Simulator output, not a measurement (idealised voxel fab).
process module | voxel transistor to metal
cross-section cut | 170 nm wide | cells 5 nm
A cross-section is a grid of square cells, given in bands from the top down. A band is one or more rows of cells.
Each band's line starts with the height of the band's top and of its bottom, in nm. Then come its materials from left to right, each with its width in nm. One material with "throughout" fills the band from edge to edge. "air" is empty space.
Height 0 is the level under which the wafer as received is all one material. The lowest band goes on downwards, as in "0 down".
A width such as "30 to 40" changes by the same amount from each row of cells to the next, from the band's top row to its bottom row.
"no change" after a step means that no cell of the cross-section changed.
closed voids: empty space of 8 cells or more with no open way to the top, each as width x height at its distance from the left edge, in nm
after a step's settings: what the simulator itself notes on the step
overlay nm, on a step with a mask: how far to the right of its planned place the mask lay; to the left if negative
plan
1 op RECEIVE | material Si
2 op CONFORMAL_DEP | material SiO2 | thk nm 5
3 op CONFORMAL_DEP | material SiN | thk nm 10
4 op PATTERN | tone cover | mask id ACTIVE | material resist | width nm 95 | thk nm 15 | overlay nm 0
5 op DIRECTIONAL_ETCH | etch materials SiN | depth nm 10
6 op DIRECTIONAL_ETCH | etch materials SiO2 | depth nm 5
7 op DIRECTIONAL_ETCH | etch materials Si | depth nm 35
8 op STRIP | etch materials resist
9 op FILL_DEP | material SiO2 | thk nm 10
10 op CMP | height nm 15
11 op SELECTIVE_ETCH | etch materials SiO2 | depth nm 5
12 op STRIP | etch materials SiN
13 op SELECTIVE_ETCH | etch materials SiO2 | depth nm 5
14 op OXIDIZE | depth nm 5
15 op DIRECTIONAL_DEP | material polySi | thk nm 25
16 op DIRECTIONAL_DEP | material SiCN | thk nm 10
17 op PATTERN | tone cover | mask id GATE | material resist | width nm 25 | thk nm 15 | overlay nm 0
18 op DIRECTIONAL_ETCH | etch materials SiCN | depth nm 20
19 op DIRECTIONAL_ETCH | etch materials polySi | depth nm 35
20 op STRIP | etch materials resist
21 op CONFORMAL_DEP | material SiO2 | thk nm 5
22 op DIRECTIONAL_ETCH | etch materials SiO2 | depth nm 5
23 op CONFORMAL_DEP | material SiN | thk nm 10
24 op DIRECTIONAL_ETCH | etch materials SiN | depth nm 10
25 op DIRECTIONAL_ETCH | etch materials SiO2 | depth nm 5
26 op DIRECTIONAL_ETCH | etch materials Si | depth nm 10
27 op EPI | material SiGe | thk nm 10
28 op FILL_DEP | material SiO2 | thk nm 5
29 op CMP | height nm 35
30 op DIRECTIONAL_DEP | material SiO2 | thk nm 15
31 op MASKED_ETCH | tone open | mask id CONTACT | width nm 25 | pitch nm 60 | etch materials SiO2 | depth nm 45 | overlay nm 0
32 op CONFORMAL_DEP | material TiN | thk nm 5
33 op FILL_DEP | material W | thk nm 5
34 op CMP | height nm 50
35 op DIRECTIONAL_DEP | material TiN | thk nm 5
36 op DIRECTIONAL_DEP | material Ru | thk nm 25
37 op PATTERN | tone cover | mask id METAL_1 | material resist | width nm 15 | pitch nm 70 | thk nm 15 | overlay nm 0
38 op DIRECTIONAL_ETCH | etch materials Ru | depth nm 25
39 op DIRECTIONAL_ETCH | etch materials TiN | depth nm 5
40 op STRIP | etch materials resist
41 op FILL_DEP | material SiO2 | thk nm 5
42 op CMP | height nm 80
43 op CONFORMAL_DEP | material SiCN | thk nm 5
44 op DIRECTIONAL_DEP | material SiO2 | thk nm 25
45 op PATTERN | tone open | mask id METAL_2 | material resist | width nm 15 | pitch nm 70 | thk nm 20 | overlay nm 0
46 op DIRECTIONAL_ETCH | etch materials SiO2 | depth nm 15
47 op STRIP | etch materials resist
48 op DIRECTIONAL_DEP | material aC | thk nm 10
49 op PATTERN | tone open | mask id METAL_2_HOLES | material resist | width nm 15 | pitch nm 70 | thk nm 30 | overlay nm 0
50 op DIRECTIONAL_ETCH | etch materials aC | depth nm 10
51 op STRIP | etch materials resist
52 op DIRECTIONAL_ETCH | etch materials SiO2 | depth nm 10
53 op DIRECTIONAL_ETCH | etch materials SiCN | depth nm 5
54 op STRIP | etch materials aC
55 op CONFORMAL_DEP | material TiN | thk nm 5
56 op FILL_DEP | material Ru | thk nm 10
57 op CMP | height nm 110
58 op CONFORMAL_DEP | material SiN | thk nm 5
as received, after step 1
  0 down: Si throughout
  closed voids: none
a wafer at the end: this start, this plan, one mistake
  115 to 110: SiN throughout
  110 to 85: SiO2 40 | TiN 5 | Ru 5 | TiN 5 | SiO2 55 | TiN 5 | Ru 5 | TiN 5 | SiO2 45
  85 to 80: SiCN 40 | TiN 15 | SiCN 55 | TiN 15 | SiCN 45
  80 to 55: SiO2 40 | Ru 15 | SiO2 55 | Ru 15 | SiO2 45
  55 to 50: SiO2 40 | TiN 15 | SiO2 55 | TiN 15 | SiO2 45
  50 to 40: SiO2 40 | TiN 5 | aC 15 | TiN 5 | SiO2 35 | TiN 5 | aC 15 | TiN 5 | SiO2 45
  40 to 35: SiO2 40 | TiN 5 | aC 5 | TiN 15 | SiO2 35 | TiN 15 | aC 5 | TiN 5 | SiO2 45
  35 to 25: SiO2 40 | TiN 5 | aC 5 | TiN 5 | SiN 10 | SiO2 5 | SiCN 25 | SiO2 5 | SiN 10 | TiN 5 | aC 5 | TiN 5 | SiO2 45
  25 to 10: SiO2 40 | TiN 5 | aC 5 | TiN 5 | SiN 10 | SiO2 5 | polySi 25 | SiO2 5 | SiN 10 | TiN 5 | aC 5 | TiN 5 | SiO2 45
  10 to 5: SiO2 40 | TiN 15 | SiN 10 | SiO2 5 | polySi 25 | SiO2 5 | SiN 10 | TiN 15 | SiO2 45
  5 to 0: SiO2 35 | SiN 10 | SiGe 10 | SiN 10 | SiO2 5 | polySi 25 | SiO2 5 | SiN 10 | SiGe 10 | SiN 10 | SiO2 40
  0 to -5: SiO2 45 | SiGe 10 | SiO2 55 | SiGe 10 | SiO2 50
  -5 to -15: SiO2 35 | Si 10 | SiGe 10 | Si 55 | SiGe 10 | Si 10 | SiO2 40
  -15 to -35: SiO2 35 | Si 95 | SiO2 40
  -35 down: Si throughout
  closed voids: none
what went wrong: step 33 ran as: op FILL_DEP | material aC | thk nm 5
